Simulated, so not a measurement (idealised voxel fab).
Presented below is a process module, voxel quadruple lines.
Cross-section cut: width 140 nm, square cells of 5 nm.
Each cross-section below is a grid of square cells, stated as bands in top-down order, with one or more rows of cells making up each band. For a band, the entry starts with two heights in nm, that of the top and then that of the bottom, and carries on with the band's materials in order from left to right, each alongside its width in nm; the word "throughout" beside a single material means it fills the band edge to edge, and "blank" means empty space. Ref level 0: as-received wafer is one material below here. Bottom band extends down with no lower bound ("0 down"). So if you see something like "30..40" for the width, read it as the top row of the band sitting at the first number and the bottom row at the second, with every row in between moving by the same amount as the last. Where a step carries "no alterations made", the cross-section came out of it unchanged, cell for cell. The list in "Voids, enclosed" covers empty spaces of 8 cells or more that cannot reach the top through any open way, and it gives each as width x height at distance; the distance is from the left edge, and width, height and distance are in nm. Heads up: the bit after the settings on a step's line is the simulator's remark on that step. overlay nm: mask right of planned place by this much (step with mask). Neg. = left.
The following list gives the planned process steps:
1: RECEIVE (material Si)
2: CONFORMAL_DEP (material SiO2; thk nm 5)
3: DIRECTIONAL_DEP (material TiN; thk nm 10)
4: DIRECTIONAL_DEP (material polySi; thk nm 15)
5: DIRECTIONAL_DEP (material aC; thk nm 20)
6: PATTERN (tone cover; mask id MANDREL; material resist; width nm 35; thk nm 25; overlay nm 0)
7: DIRECTIONAL_ETCH (etch materials aC; depth nm 20)
8: STRIP (etch materials resist)
9: CONFORMAL_DEP (material SiO2; thk nm 15)
10: DIRECTIONAL_ETCH (etch materials SiO2; depth nm 15)
11: STRIP (etch materials aC)
12: DIRECTIONAL_ETCH (etch materials polySi; depth nm 15)
13: STRIP (etch materials SiO2)
14: CONFORMAL_DEP (material SiCN; thk nm 10)
15: DIRECTIONAL_ETCH (etch materials SiCN; depth nm 10)
16: STRIP (etch materials polySi)
17: DIRECTIONAL_ETCH (etch materials TiN; depth nm 10)
18: STRIP (etch materials SiCN)
19: FILL_DEP (material SiO2; thk nm 10)
20: CMP (height nm 15)
Cross-section of the wafer at receipt, which is the condition after step 1:
0 down = Si throughout
Voids, enclosed: none
Final wafer profile in cross-section after the module, from the same start and plan as above, with one mistake made during processing:
15 to 5 = polySi throughout
5 to 0 = SiO2 throughout
0 down = Si throughout
Voids, enclosed: none
Where did the run depart from the plan? steps 3 and 4 were swapped
